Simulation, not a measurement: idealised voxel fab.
The name of this process module is voxel transistor to metal.
Cross-sectional view cut (width: 205 nm; square cell size: 5 nm).
Cross-section format: a grid of square cells, given as bands from top to bottom; each band is one or more rows of cells.
Band: top and bottom heights (nm) first, top before bottom; then materials from left to right, widths in nm. "edge to edge" marks a sole material filling the band edge to edge. "air" denotes empty space.
Height 0 is the level under which the wafer as received is all one material. The lowest band goes on downwards, as in "0 nm and below".
With a width like "30 to 40", each row of cells in the band differs from the next by the same amount, the top row carrying the first number and the bottom row the second.
Step note "stayed the same" = no cross-section cell changed.
In the "Entrapped void list" entry, you get each enclosed empty space of 8 cells or more, one with no open way to the top, written width x height at distance, distance from the left edge, in nm.
It should be noted that, on the line of a given step, the content following the step's settings is a remark produced by the simulator itself with respect to that step.
The optional step-line setting "overlay nm" applies to steps with a mask and quantifies how far to the right of its planned location the mask lay, a negative value indicating leftward placement.

Steps in the process plan
step 1: RECEIVE | material Si
step 2: CONFORMAL_DEP | material SiO2 | thk nm 5
step 3: CONFORMAL_DEP | material SiN | thk nm 10
step 4: MASKED_ETCH | tone cover | mask id ACTIVE | width nm 110 | etch materials SiN | depth nm 10 | overlay nm 0
step 5: MASKED_ETCH | tone cover | mask id ACTIVE | width nm 110 | etch materials SiO2 | depth nm 5 | overlay nm 0
step 6: MASKED_ETCH | tone cover | mask id ACTIVE | width nm 110 | etch materials Si | depth nm 25 | overlay nm 0
step 7: FILL_DEP | material SiO2 | thk nm 15
step 8: CMP | height nm 15
step 9: SELECTIVE_ETCH | etch materials SiO2 | depth nm 5
step 10: STRIP | etch materials SiN
step 11: SELECTIVE_ETCH | etch materials SiO2 | depth nm 5
step 12: OXIDIZE | depth nm 5
step 13: DIRECTIONAL_DEP | material polySi | thk nm 20
step 14: DIRECTIONAL_DEP | material SiCN | thk nm 10
step 15: MASKED_ETCH | tone cover | mask id GATE | width nm 20 | etch materials SiCN | depth nm 20 | overlay nm 0
step 16: MASKED_ETCH | tone cover | mask id GATE | width nm 20 | etch materials polySi | depth nm 30 | overlay nm 0
step 17: CONFORMAL_DEP | material SiN | thk nm 10
step 18: DIRECTIONAL_ETCH | etch materials SiN | depth nm 10
step 19: DIRECTIONAL_ETCH | etch materials SiO2 | depth nm 5
step 20: DIRECTIONAL_ETCH | etch materials Si | depth nm 5
step 21: EPI | material SiGe | thk nm 5
step 22: FILL_DEP | material SiO2 | thk nm 5
step 23: CMP | height nm 30
step 24: DIRECTIONAL_DEP | material SiO2 | thk nm 15
step 25: PATTERN | tone open | mask id CONTACT | material resist | width nm 20 | pitch nm 80 | thk nm 15 | overlay nm 0
step 26: DIRECTIONAL_ETCH | etch materials SiO2 | depth nm 50
step 27: STRIP | etch materials resist
step 28: CONFORMAL_DEP | material TiN | thk nm 5
step 29: FILL_DEP | material W | thk nm 5
step 30: CMP | height nm 45
step 31: CONFORMAL_DEP | material SiCN | thk nm 5
step 32: DIRECTIONAL_DEP | material lowk | thk nm 25
step 33: MASKED_ETCH | tone open | mask id METAL_1 | width nm 20 | pitch nm 80 | etch materials lowk | depth nm 25 | overlay nm 0
step 34: MASKED_ETCH | tone open | mask id METAL_1 | width nm 20 | pitch nm 80 | etch materials SiCN | depth nm 5 | overlay nm 0
step 35: CONFORMAL_DEP | material TiN | thk nm 5
step 36: FILL_DEP | material Cu | thk nm 10
step 37: CMP | height nm 75
step 38: CONFORMAL_DEP | material SiCN | thk nm 5
step 39: DIRECTIONAL_DEP | material SiO2 | thk nm 30
step 40: MASKED_ETCH | tone open | mask id METAL_2 | width nm 20 | pitch nm 80 | etch materials SiO2 | depth nm 15 | overlay nm 0
step 41: MASKED_ETCH | tone open | mask id METAL_2_HOLES | width nm 15 | pitch nm 80 | etch materials SiO2 | depth nm 15 | overlay nm 0
step 42: MASKED_ETCH | tone open | mask id METAL_2_HOLES | width nm 15 | pitch nm 80 | etch materials SiCN | depth nm 5 | overlay nm 0
step 43: CONFORMAL_DEP | material TiN | thk nm 5
step 44: FILL_DEP | material Cu | thk nm 10
step 45: CMP | height nm 110
step 46: CONFORMAL_DEP | material SiCN | thk nm 5

The first of two wafers, run as planned

Cross-section: wafer on arrival = after step 1
	0 nm and below  Si edge to edge
	Entrapped void list: none

The wafer, seen in cross-section, after step 2
	5 nm to 0 nm  SiO2 edge to edge
	Beneath the level 0, the cross-section is identical to its previous state.

The wafer, seen in cross-section, after step 3
	15 nm to 5 nm  SiN edge to edge
	Beneath the level 5, the cross-section is identical to its previous state.

The wafer, seen in cross-section, after step 4
	15 nm to 5 nm  45 nm air | 110 nm SiN | 50 nm air
	Beneath the level 5, the cross-section is identical to its previous state.

The wafer, seen in cross-section, after step 5
	15 nm to 5 nm  45 nm air | 110 nm SiN | 50 nm air
	5 nm to 0 nm  45 nm air | 110 nm SiO2 | 50 nm air
	Beneath the level 0, the cross-section is identical to its previous state.

The wafer, seen in cross-section, after step 6
	15 nm to 5 nm  45 nm air | 110 nm SiN | 50 nm air
	5 nm to 0 nm  45 nm air | 110 nm SiO2 | 50 nm air
	0 nm to -25 nm  45 nm air | 110 nm Si | 50 nm air
	Beneath the level -25, the cross-section is identical to its previous state.

The wafer, seen in cross-section, after step 7
	30 nm to 15 nm  SiO2 edge to edge
	15 nm to 5 nm  45 nm SiO2 | 110 nm SiN | 50 nm SiO2
	5 nm to 0 nm  SiO2 edge to edge
	0 nm to -25 nm  45 nm SiO2 | 110 nm Si | 50 nm SiO2
	Beneath the level -25, the cross-section is identical to its previous state.

The wafer, seen in cross-section, after step 8
	15 nm to 5 nm  45 nm SiO2 | 110 nm SiN | 50 nm SiO2
	Beneath the level 5, the cross-section is identical to its previous state.

The wafer, seen in cross-section, after step 9
	15 nm to 10 nm  45 nm air | 110 nm SiN | 50 nm air
	Beneath the level 10, the cross-section is identical to its previous state.

The wafer, seen in cross-section, after step 10
	10 nm to 5 nm  45 nm SiO2 | 110 nm air | 50 nm SiO2
	Beneath the level 5, the cross-section is identical to its previous state.

The wafer, seen in cross-section, after step 11
	5 nm to 0 nm  40 nm SiO2 | 120 nm air | 45 nm SiO2
	Beneath the level 0, the cross-section is identical to its previous state.

The wafer, seen in cross-section, after step 12
	5 nm to 0 nm  40 nm SiO2 | 120 nm air | 45 nm SiO2
	0 nm to -5 nm  SiO2 edge to edge
	Beneath the level -5, the cross-section is identical to its previous state.

The wafer, seen in cross-section, after step 13
	25 nm to 20 nm  40 nm polySi | 120 nm air | 45 nm polySi
	20 nm to 5 nm  polySi edge to edge
	5 nm to 0 nm  40 nm SiO2 | 120 nm polySi | 45 nm SiO2
	Beneath the level 0, the cross-section is identical to its previous state.

The wafer, seen in cross-section, after step 14
	35 nm to 30 nm  40 nm SiCN | 120 nm air | 45 nm SiCN
	30 nm to 25 nm  SiCN edge to edge
	25 nm to 20 nm  40 nm polySi | 120 nm SiCN | 45 nm polySi
	Beneath the level 20, the cross-section is identical to its previous state.

The wafer, seen in cross-section, after step 15
	30 nm to 25 nm  90 nm air | 20 nm SiCN | 95 nm air
	25 nm to 20 nm  40 nm polySi | 50 nm air | 20 nm SiCN | 50 nm air | 45 nm polySi
	Beneath the level 20, the cross-section is identical to its previous state.

The wafer, seen in cross-section, after step 16
	30 nm to 20 nm  90 nm air | 20 nm SiCN | 95 nm air
	20 nm to 5 nm  90 nm air | 20 nm polySi | 95 nm air
	5 nm to 0 nm  40 nm SiO2 | 50 nm air | 20 nm polySi | 50 nm air | 45 nm SiO2
	Beneath the level 0, the cross-section is identical to its previous state.

The wafer, seen in cross-section, after step 17
	40 nm to 30 nm  80 nm air | 40 nm SiN | 85 nm air
	30 nm to 20 nm  80 nm air | 10 nm SiN | 20 nm SiCN | 10 nm SiN | 85 nm air
	20 nm to 15 nm  80 nm air | 10 nm SiN | 20 nm polySi | 10 nm SiN | 85 nm air
	15 nm to 10 nm  50 nm SiN | 30 nm air | 10 nm SiN | 20 nm polySi | 10 nm SiN | 30 nm air | 55 nm SiN
	10 nm to 5 nm  90 nm SiN | 20 nm polySi | 95 nm SiN
	5 nm to 0 nm  40 nm SiO2 | 50 nm SiN | 20 nm polySi | 50 nm SiN | 45 nm SiO2
	Beneath the level 0, the cross-section is identical to its previous state.

The wafer, seen in cross-section, after step 18
	30 nm to 20 nm  80 nm air | 10 nm SiN | 20 nm SiCN | 10 nm SiN | 85 nm air
	20 nm to 5 nm  80 nm air | 10 nm SiN | 20 nm polySi | 10 nm SiN | 85 nm air
	5 nm to 0 nm  40 nm SiO2 | 10 nm SiN | 30 nm air | 10 nm SiN | 20 nm polySi | 10 nm SiN | 30 nm air | 10 nm SiN | 45 nm SiO2
	Beneath the level 0, the cross-section is identical to its previous state.

The wafer, seen in cross-section, after step 19
	30 nm to 20 nm  80 nm air | 10 nm SiN | 20 nm SiCN | 10 nm SiN | 85 nm air
	20 nm to 5 nm  80 nm air | 10 nm SiN | 20 nm polySi | 10 nm SiN | 85 nm air
	5 nm to 0 nm  40 nm air | 10 nm SiN | 30 nm air | 10 nm SiN | 20 nm polySi | 10 nm SiN | 30 nm air | 10 nm SiN | 45 nm air
	0 nm to -5 nm  50 nm SiO2 | 30 nm air | 40 nm SiO2 | 30 nm air | 55 nm SiO2
	Beneath the level -5, the cross-section is identical to its previous state.

The wafer, seen in cross-section, after step 20
	30 nm to 20 nm  80 nm air | 10 nm SiN | 20 nm SiCN | 10 nm SiN | 85 nm air
	20 nm to 5 nm  80 nm air | 10 nm SiN | 20 nm polySi | 10 nm SiN | 85 nm air
	5 nm to 0 nm  40 nm air | 10 nm SiN | 30 nm air | 10 nm SiN | 20 nm polySi | 10 nm SiN | 30 nm air | 10 nm SiN | 45 nm air
	0 nm to -5 nm  50 nm SiO2 | 30 nm air | 40 nm SiO2 | 30 nm air | 55 nm SiO2
	-5 nm to -10 nm  45 nm SiO2 | 5 nm Si | 30 nm air | 40 nm Si | 30 nm air | 5 nm Si | 50 nm SiO2
	Beneath the level -10, the cross-section is identical to its previous state.

The wafer, seen in cross-section, after step 21
	30 nm to 20 nm  80 nm air | 10 nm SiN | 20 nm SiCN | 10 nm SiN | 85 nm air
	20 nm to 5 nm  80 nm air | 10 nm SiN | 20 nm polySi | 10 nm SiN | 85 nm air
	5 nm to 0 nm  40 nm air | 10 nm SiN | 30 nm air | 10 nm SiN | 20 nm polySi | 10 nm SiN | 30 nm air | 10 nm SiN | 45 nm air
	0 nm to -5 nm  50 nm SiO2 | 5 nm SiGe | 20 nm air | 5 nm SiGe | 40 nm SiO2 | 5 nm SiGe | 20 nm air | 5 nm SiGe | 55 nm SiO2
	-5 nm to -10 nm  45 nm SiO2 | 5 nm Si | 30 nm SiGe | 40 nm Si | 30 nm SiGe | 5 nm Si | 50 nm SiO2
	Beneath the level -10, the cross-section is identical to its previous state.

The wafer, seen in cross-section, after step 22
	35 nm to 30 nm  SiO2 edge to edge
	30 nm to 20 nm  80 nm SiO2 | 10 nm SiN | 20 nm SiCN | 10 nm SiN | 85 nm SiO2
	20 nm to 5 nm  80 nm SiO2 | 10 nm SiN | 20 nm polySi | 10 nm SiN | 85 nm SiO2
	5 nm to 0 nm  40 nm SiO2 | 10 nm SiN | 30 nm SiO2 | 10 nm SiN | 20 nm polySi | 10 nm SiN | 30 nm SiO2 | 10 nm SiN | 45 nm SiO2
	0 nm to -5 nm  50 nm SiO2 | 5 nm SiGe | 20 nm SiO2 | 5 nm SiGe | 40 nm SiO2 | 5 nm SiGe | 20 nm SiO2 | 5 nm SiGe | 55 nm SiO2
	Beneath the level -5, the cross-section is identical to its previous state.

The wafer, seen in cross-section, after step 23
	30 nm to 20 nm  80 nm SiO2 | 10 nm SiN | 20 nm SiCN | 10 nm SiN | 85 nm SiO2
	Beneath the level 20, the cross-section is identical to its previous state.

The wafer, seen in cross-section, after step 24
	45 nm to 30 nm  SiO2 edge to edge
	Beneath the level 30, the cross-section is identical to its previous state.

The wafer, seen in cross-section, after step 25
	60 nm to 45 nm  50 nm resist | 20 nm air | 60 nm resist | 20 nm air | 55 nm resist
	Beneath the level 45, the cross-section is identical to its previous state.

The wafer, seen in cross-section, after step 26
	60 nm to 45 nm  50 nm resist | 20 nm air | 60 nm resist | 20 nm air | 55 nm resist
	45 nm to 30 nm  50 nm SiO2 | 20 nm air | 60 nm SiO2 | 20 nm air | 55 nm SiO2
	30 nm to 20 nm  50 nm SiO2 | 20 nm air | 10 nm SiO2 | 10 nm SiN | 20 nm SiCN | 10 nm SiN | 10 nm SiO2 | 20 nm air | 55 nm SiO2
	20 nm to 5 nm  50 nm SiO2 | 20 nm air | 10 nm SiO2 | 10 nm SiN | 20 nm polySi | 10 nm SiN | 10 nm SiO2 | 20 nm air | 55 nm SiO2
	5 nm to 0 nm  40 nm SiO2 | 10 nm SiN | 20 nm air | 10 nm SiO2 | 10 nm SiN | 20 nm polySi | 10 nm SiN | 10 nm SiO2 | 20 nm air | 10 nm SiN | 45 nm SiO2
	0 nm to -5 nm  50 nm SiO2 | 5 nm SiGe | 15 nm air | 5 nm SiO2 | 5 nm SiGe | 40 nm SiO2 | 5 nm SiGe | 5 nm SiO2 | 15 nm air | 5 nm SiGe | 55 nm SiO2
	Beneath the level -5, the cross-section is identical to its previous state.

The wafer, seen in cross-section, after step 27
	45 nm to 30 nm  50 nm SiO2 | 20 nm air | 60 nm SiO2 | 20 nm air | 55 nm SiO2
	Beneath the level 30, the cross-section is identical to its previous state.

The wafer, seen in cross-section, after step 28
	50 nm to 45 nm  55 nm TiN | 10 nm air | 70 nm TiN | 10 nm air | 60 nm TiN
	45 nm to 30 nm  50 nm SiO2 | 5 nm TiN | 10 nm air | 5 nm TiN | 60 nm SiO2 | 5 nm TiN | 10 nm air | 5 nm TiN | 55 nm SiO2
	30 nm to 20 nm  50 nm SiO2 | 5 nm TiN | 10 nm air | 5 nm TiN | 10 nm SiO2 | 10 nm SiN | 20 nm SiCN | 10 nm SiN | 10 nm SiO2 | 5 nm TiN | 10 nm air | 5 nm TiN | 55 nm SiO2
	20 nm to 5 nm  50 nm SiO2 | 5 nm TiN | 10 nm air | 5 nm TiN | 10 nm SiO2 | 10 nm SiN | 20 nm polySi | 10 nm SiN | 10 nm SiO2 | 5 nm TiN | 10 nm air | 5 nm TiN | 55 nm SiO2
	5 nm to 0 nm  40 nm SiO2 | 10 nm SiN | 10 nm TiN | 5 nm air | 5 nm TiN | 10 nm SiO2 | 10 nm SiN | 20 nm polySi | 10 nm SiN | 10 nm SiO2 | 5 nm TiN | 5 nm air | 10 nm TiN | 10 nm SiN | 45 nm SiO2
	0 nm to -5 nm  50 nm SiO2 | 5 nm SiGe | 15 nm TiN | 5 nm SiO2 | 5 nm SiGe | 40 nm SiO2 | 5 nm SiGe | 5 nm SiO2 | 15 nm TiN | 5 nm SiGe | 55 nm SiO2
	Beneath the level -5, the cross-section is identical to its previous state.

The wafer, seen in cross-section, after step 29
	55 nm to 50 nm  W edge to edge
	50 nm to 45 nm  55 nm TiN | 10 nm W | 70 nm TiN | 10 nm W | 60 nm TiN
	45 nm to 30 nm  50 nm SiO2 | 5 nm TiN | 10 nm W | 5 nm TiN | 60 nm SiO2 | 5 nm TiN | 10 nm W | 5 nm TiN | 55 nm SiO2
	30 nm to 20 nm  50 nm SiO2 | 5 nm TiN | 10 nm W | 5 nm TiN | 10 nm SiO2 | 10 nm SiN | 20 nm SiCN | 10 nm SiN | 10 nm SiO2 | 5 nm TiN | 10 nm W | 5 nm TiN | 55 nm SiO2
	20 nm to 5 nm  50 nm SiO2 | 5 nm TiN | 10 nm W | 5 nm TiN | 10 nm SiO2 | 10 nm SiN | 20 nm polySi | 10 nm SiN | 10 nm SiO2 | 5 nm TiN | 10 nm W | 5 nm TiN | 55 nm SiO2
	5 nm to 0 nm  40 nm SiO2 | 10 nm SiN | 10 nm TiN | 5 nm W | 5 nm TiN | 10 nm SiO2 | 10 nm SiN | 20 nm polySi | 10 nm SiN | 10 nm SiO2 | 5 nm TiN | 5 nm W | 10 nm TiN | 10 nm SiN | 45 nm SiO2
	Beneath the level 0, the cross-section is identical to its previous state.

The wafer, seen in cross-section, after step 30
	45 nm to 30 nm  50 nm SiO2 | 5 nm TiN | 10 nm W | 5 nm TiN | 60 nm SiO2 | 5 nm TiN | 10 nm W | 5 nm TiN | 55 nm SiO2
	Beneath the level 30, the cross-section is identical to its previous state.

The wafer, seen in cross-section, after step 31
	50 nm to 45 nm  SiCN edge to edge
	Beneath the level 45, the cross-section is identical to its previous state.

The wafer, seen in cross-section, after step 32
	75 nm to 50 nm  lowk edge to edge
	Beneath the level 50, the cross-section is identical to its previous state.

The wafer, seen in cross-section, after step 33
	75 nm to 50 nm  50 nm lowk | 20 nm air | 60 nm lowk | 20 nm air | 55 nm lowk
	Beneath the level 50, the cross-section is identical to its previous state.

The wafer, seen in cross-section, after step 34
	75 nm to 50 nm  50 nm lowk | 20 nm air | 60 nm lowk | 20 nm air | 55 nm lowk
	50 nm to 45 nm  50 nm SiCN | 20 nm air | 60 nm SiCN | 20 nm air | 55 nm SiCN
	Beneath the level 45, the cross-section is identical to its previous state.

The wafer, seen in cross-section, after step 35
	80 nm to 75 nm  55 nm TiN | 10 nm air | 70 nm TiN | 10 nm air | 60 nm TiN
	75 nm to 50 nm  50 nm lowk | 5 nm TiN | 10 nm air | 5 nm TiN | 60 nm lowk | 5 nm TiN | 10 nm air | 5 nm TiN | 55 nm lowk
	50 nm to 45 nm  50 nm SiCN | 20 nm TiN | 60 nm SiCN | 20 nm TiN | 55 nm SiCN
	Beneath the level 45, the cross-section is identical to its previous state.

The wafer, seen in cross-section, after step 36
	90 nm to 80 nm  Cu edge to edge
	80 nm to 75 nm  55 nm TiN | 10 nm Cu | 70 nm TiN | 10 nm Cu | 60 nm TiN
	75 nm to 50 nm  50 nm lowk | 5 nm TiN | 10 nm Cu | 5 nm TiN | 60 nm lowk | 5 nm TiN | 10 nm Cu | 5 nm TiN | 55 nm lowk
	Beneath the level 50, the cross-section is identical to its previous state.

The wafer, seen in cross-section, after step 37
	75 nm to 50 nm  50 nm lowk | 5 nm TiN | 10 nm Cu | 5 nm TiN | 60 nm lowk | 5 nm TiN | 10 nm Cu | 5 nm TiN | 55 nm lowk
	Beneath the level 50, the cross-section is identical to its previous state.

The wafer, seen in cross-section, after step 38
	80 nm to 75 nm  SiCN edge to edge
	Beneath the level 75, the cross-section is identical to its previous state.

The wafer, seen in cross-section, after step 39
	110 nm to 80 nm  SiO2 edge to edge
	Beneath the level 80, the cross-section is identical to its previous state.

The wafer, seen in cross-section, after step 40
	110 nm to 95 nm  50 nm SiO2 | 20 nm air | 60 nm SiO2 | 20 nm air | 55 nm SiO2
	Beneath the level 95, the cross-section is identical to its previous state.

The wafer, seen in cross-section, after step 41
	110 nm to 95 nm  50 nm SiO2 | 20 nm air | 60 nm SiO2 | 20 nm air | 55 nm SiO2
	95 nm to 80 nm  50 nm SiO2 | 15 nm air | 65 nm SiO2 | 15 nm air | 60 nm SiO2
	Beneath the level 80, the cross-section is identical to its previous state.

The wafer, seen in cross-section, after step 42
	110 nm to 95 nm  50 nm SiO2 | 20 nm air | 60 nm SiO2 | 20 nm air | 55 nm SiO2
	95 nm to 80 nm  50 nm SiO2 | 15 nm air | 65 nm SiO2 | 15 nm air | 60 nm SiO2
	80 nm to 75 nm  50 nm SiCN | 15 nm air | 65 nm SiCN | 15 nm air | 60 nm SiCN
	Beneath the level 75, the cross-section is identical to its previous state.

The wafer, seen in cross-section, after step 43
	115 nm to 110 nm  55 nm TiN | 10 nm air | 70 nm TiN | 10 nm air | 60 nm TiN
	110 nm to 100 nm  50 nm SiO2 | 5 nm TiN | 10 nm air | 5 nm TiN | 60 nm SiO2 | 5 nm TiN | 10 nm air | 5 nm TiN | 55 nm SiO2
	100 nm to 95 nm  50 nm SiO2 | 5 nm TiN | 5 nm air | 10 nm TiN | 60 nm SiO2 | 5 nm TiN | 5 nm air | 10 nm TiN | 55 nm SiO2
	95 nm to 80 nm  50 nm SiO2 | 5 nm TiN | 5 nm air | 5 nm TiN | 65 nm SiO2 | 5 nm TiN | 5 nm air | 5 nm TiN | 60 nm SiO2
	80 nm to 75 nm  50 nm SiCN | 15 nm TiN | 65 nm SiCN | 15 nm TiN | 60 nm SiCN
	Beneath the level 75, the cross-section is identical to its previous state.

The wafer, seen in cross-section, after step 44
	125 nm to 115 nm  Cu edge to edge
	115 nm to 110 nm  55 nm TiN | 10 nm Cu | 70 nm TiN | 10 nm Cu | 60 nm TiN
	110 nm to 100 nm  50 nm SiO2 | 5 nm TiN | 10 nm Cu | 5 nm TiN | 60 nm SiO2 | 5 nm TiN | 10 nm Cu | 5 nm TiN | 55 nm SiO2
	100 nm to 95 nm  50 nm SiO2 | 5 nm TiN | 5 nm Cu | 10 nm TiN | 60 nm SiO2 | 5 nm TiN | 5 nm Cu | 10 nm TiN | 55 nm SiO2
	95 nm to 80 nm  50 nm SiO2 | 5 nm TiN | 5 nm Cu | 5 nm TiN | 65 nm SiO2 | 5 nm TiN | 5 nm Cu | 5 nm TiN | 60 nm SiO2
	Beneath the level 80, the cross-section is identical to its previous state.

The wafer, seen in cross-section, after step 45
	110 nm to 100 nm  50 nm SiO2 | 5 nm TiN | 10 nm Cu | 5 nm TiN | 60 nm SiO2 | 5 nm TiN | 10 nm Cu | 5 nm TiN | 55 nm SiO2
	Beneath the level 100, the cross-section is identical to its previous state.

The wafer, seen in cross-section, after step 46
	115 nm to 110 nm  SiCN edge to edge
	Beneath the level 110, the cross-section is identical to its previous state.

Second wafer - shared start and plan with the first - one error in running - same as the first up to step 30 inclusive

Cross-sectional view of the second wafer at the intended end time of process step 31
	70 nm to 45 nm  lowk edge to edge
	Beneath the level 45, the cross-section is identical to its previous state.

Cross-sectional view of the second wafer at the intended end time of process step 32
	75 nm to 70 nm  SiCN edge to edge
	Beneath the level 70, the cross-section is identical to its previous state.

Cross-sectional view of the second wafer at the intended end time of process step 33: stayed the same

Cross-sectional view of the second wafer at the intended end time of process step 34
	75 nm to 70 nm  50 nm SiCN | 20 nm air | 60 nm SiCN | 20 nm air | 55 nm SiCN
	Beneath the level 70, the cross-section is identical to its previous state.

Cross-sectional view of the second wafer at the intended end time of process step 35
	80 nm to 75 nm  55 nm TiN | 10 nm air | 70 nm TiN | 10 nm air | 60 nm TiN
	75 nm to 70 nm  50 nm SiCN | 20 nm TiN | 60 nm SiCN | 20 nm TiN | 55 nm SiCN
	Beneath the level 70, the cross-section is identical to its previous state.

Cross-sectional view of the second wafer at the intended end time of process step 36
	90 nm to 80 nm  Cu edge to edge
	80 nm to 75 nm  55 nm TiN | 10 nm Cu | 70 nm TiN | 10 nm Cu | 60 nm TiN
	Beneath the level 75, the cross-section is identical to its previous state.

Cross-sectional view of the second wafer at the intended end time of process step 37
	75 nm to 70 nm  50 nm SiCN | 20 nm TiN | 60 nm SiCN | 20 nm TiN | 55 nm SiCN
	Beneath the level 70, the cross-section is identical to its previous state.

Cross-sectional view of the second wafer at the intended end time of process step 38
	80 nm to 75 nm  SiCN edge to edge
	Beneath the level 75, the cross-section is identical to its previous state.

Cross-sectional view of the second wafer at the intended end time of process step 39
	110 nm to 80 nm  SiO2 edge to edge
	Beneath the level 80, the cross-section is identical to its previous state.

Cross-sectional view of the second wafer at the intended end time of process step 40
	110 nm to 95 nm  50 nm SiO2 | 20 nm air | 60 nm SiO2 | 20 nm air | 55 nm SiO2
	Beneath the level 95, the cross-section is identical to its previous state.

Cross-sectional view of the second wafer at the intended end time of process step 41
	110 nm to 95 nm  50 nm SiO2 | 20 nm air | 60 nm SiO2 | 20 nm air | 55 nm SiO2
	95 nm to 80 nm  50 nm SiO2 | 15 nm air | 65 nm SiO2 | 15 nm air | 60 nm SiO2
	Beneath the level 80, the cross-section is identical to its previous state.

Cross-sectional view of the second wafer at the intended end time of process step 42
	110 nm to 95 nm  50 nm SiO2 | 20 nm air | 60 nm SiO2 | 20 nm air | 55 nm SiO2
	95 nm to 80 nm  50 nm SiO2 | 15 nm air | 65 nm SiO2 | 15 nm air | 60 nm SiO2
	80 nm to 75 nm  50 nm SiCN | 15 nm air | 65 nm SiCN | 15 nm air | 60 nm SiCN
	Beneath the level 75, the cross-section is identical to its previous state.

Cross-sectional view of the second wafer at the intended end time of process step 43
	115 nm to 110 nm  55 nm TiN | 10 nm air | 70 nm TiN | 10 nm air | 60 nm TiN
	110 nm to 100 nm  50 nm SiO2 | 5 nm TiN | 10 nm air | 5 nm TiN | 60 nm SiO2 | 5 nm TiN | 10 nm air | 5 nm TiN | 55 nm SiO2
	100 nm to 95 nm  50 nm SiO2 | 5 nm TiN | 5 nm air | 10 nm TiN | 60 nm SiO2 | 5 nm TiN | 5 nm air | 10 nm TiN | 55 nm SiO2
	95 nm to 80 nm  50 nm SiO2 | 5 nm TiN | 5 nm air | 5 nm TiN | 65 nm SiO2 | 5 nm TiN | 5 nm air | 5 nm TiN | 60 nm SiO2
	80 nm to 70 nm  50 nm SiCN | 15 to 20 nm TiN | 65 to 60 nm SiCN | 15 to 20 nm TiN | 60 to 55 nm SiCN
	Beneath the level 70, the cross-section is identical to its previous state.

Cross-sectional view of the second wafer at the intended end time of process step 44
	125 nm to 115 nm  Cu edge to edge
	115 nm to 110 nm  55 nm TiN | 10 nm Cu | 70 nm TiN | 10 nm Cu | 60 nm TiN
	110 nm to 100 nm  50 nm SiO2 | 5 nm TiN | 10 nm Cu | 5 nm TiN | 60 nm SiO2 | 5 nm TiN | 10 nm Cu | 5 nm TiN | 55 nm SiO2
	100 nm to 95 nm  50 nm SiO2 | 5 nm TiN | 5 nm Cu | 10 nm TiN | 60 nm SiO2 | 5 nm TiN | 5 nm Cu | 10 nm TiN | 55 nm SiO2
	95 nm to 80 nm  50 nm SiO2 | 5 nm TiN | 5 nm Cu | 5 nm TiN | 65 nm SiO2 | 5 nm TiN | 5 nm Cu | 5 nm TiN | 60 nm SiO2
	Beneath the level 80, the cross-section is identical to its previous state.

Cross-sectional view of the second wafer at the intended end time of process step 45
	110 nm to 100 nm  50 nm SiO2 | 5 nm TiN | 10 nm Cu | 5 nm TiN | 60 nm SiO2 | 5 nm TiN | 10 nm Cu | 5 nm TiN | 55 nm SiO2
	Beneath the level 100, the cross-section is identical to its previous state.

Cross-sectional view of the second wafer at the intended end time of process step 46
	115 nm to 110 nm  SiCN edge to edge
	Beneath the level 110, the cross-section is identical to its previous state.
Error vs. plan: steps 31 and 32: order swapped relative to plan
End of process, cell counts, second wafer against first, materials with more or fewer: -20 Cu, -20 TiN, +40 lowk
